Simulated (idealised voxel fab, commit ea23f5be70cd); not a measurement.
process module | voxel wiring stack
cross-section cut | 280 nm wide | cells 5 nm
A cross-section is a grid of square cells, given in bands from the top down. A band is one or more rows of cells.
Each band's line starts with the height of the band's top and of its bottom, in nm. Then come its materials from left to right, each with its width in nm. One material with "throughout" fills the band from edge to edge. "air" is empty space.
Height 0 is the level under which the wafer as received is all one material. The lowest band goes on downwards, as in "0 down".
A width such as "30 to 40" changes by the same amount from each row of cells to the next, from the band's top row to its bottom row.
"no change" after a step means that no cell of the cross-section changed.
closed voids: empty space of 8 cells or more with no open way to the top, each as width x height at its distance from the left edge, in nm
after a step's settings: what the simulator itself notes on the step
overlay nm, on a step with a mask: how far to the right of its planned place the mask lay; to the left if negative
plan
1 op RECEIVE | material Si
2 op CONFORMAL_DEP | material SiO2 | thk nm 10
3 op DIRECTIONAL_DEP | material TiN | thk nm 5
4 op DIRECTIONAL_DEP | material Ru | thk nm 20
5 op PATTERN | tone cover | mask id METAL_1 | material resist | width nm 20 | pitch nm 40 | thk nm 20 | overlay nm 0
6 op DIRECTIONAL_ETCH | etch materials Ru | depth nm 20
7 op DIRECTIONAL_ETCH | etch materials TiN | depth nm 5
8 op STRIP | etch materials resist
9 op FILL_DEP | material SiO2 | thk nm 10
10 op CMP | height nm 35
11 op CONFORMAL_DEP | material SiCN | thk nm 5
12 op DIRECTIONAL_DEP | material lowk | thk nm 10
13 op MASKED_ETCH | tone open | mask id PLUG_1 | width nm 15 | etch materials lowk | depth nm 10 | overlay nm 0
14 op MASKED_ETCH | tone open | mask id PLUG_1 | width nm 15 | etch materials SiCN | depth nm 5 | overlay nm 0
15 op CONFORMAL_DEP | material TiN | thk nm 5
16 op FILL_DEP | material Ru | thk nm 10
17 op CMP | height nm 50
18 op CONFORMAL_DEP | material SiCN | thk nm 5
19 op DIRECTIONAL_DEP | material SiO2 | thk nm 15
20 op MASKED_ETCH | tone open | mask id METAL_2 | width nm 20 | pitch nm 40 | etch materials SiO2 | depth nm 15 | overlay nm 0
21 op MASKED_ETCH | tone open | mask id METAL_2 | width nm 20 | pitch nm 40 | etch materials SiCN | depth nm 5 | overlay nm 0
22 op CONFORMAL_DEP | material TiN | thk nm 5
23 op FILL_DEP | material Ru | thk nm 10
24 op CMP | height nm 70
25 op EPI | material Ru | thk nm 5
26 op FILL_DEP | material SiCN | thk nm 5
as received, after step 1
  0 down: Si throughout
  closed voids: none
a wafer at the end: this start, this plan, one mistake
  80 to 75: SiCN throughout
  75 to 70: SiCN 105 | Ru 30 | SiCN 10 | Ru 30 | SiCN 105
  70 to 55: SiO2 110 | TiN 5 | Ru 10 | TiN 5 | SiO2 20 | TiN 5 | Ru 10 | TiN 5 | SiO2 110
  55 to 50: SiCN 110 | TiN 20 | SiCN 20 | TiN 20 | SiCN 110
  50 to 45: SiCN 110 | TiN 15 | SiCN 155
  45 to 35: lowk throughout
  35 to 15: SiO2 110 | Ru 20 | SiO2 20 | Ru 20 | SiO2 110
  15 to 10: SiO2 110 | TiN 20 | SiO2 20 | TiN 20 | SiO2 110
  10 to 0: SiO2 throughout
  0 down: Si throughout
  closed voids: none
what went wrong: steps 11 and 12 were swapped
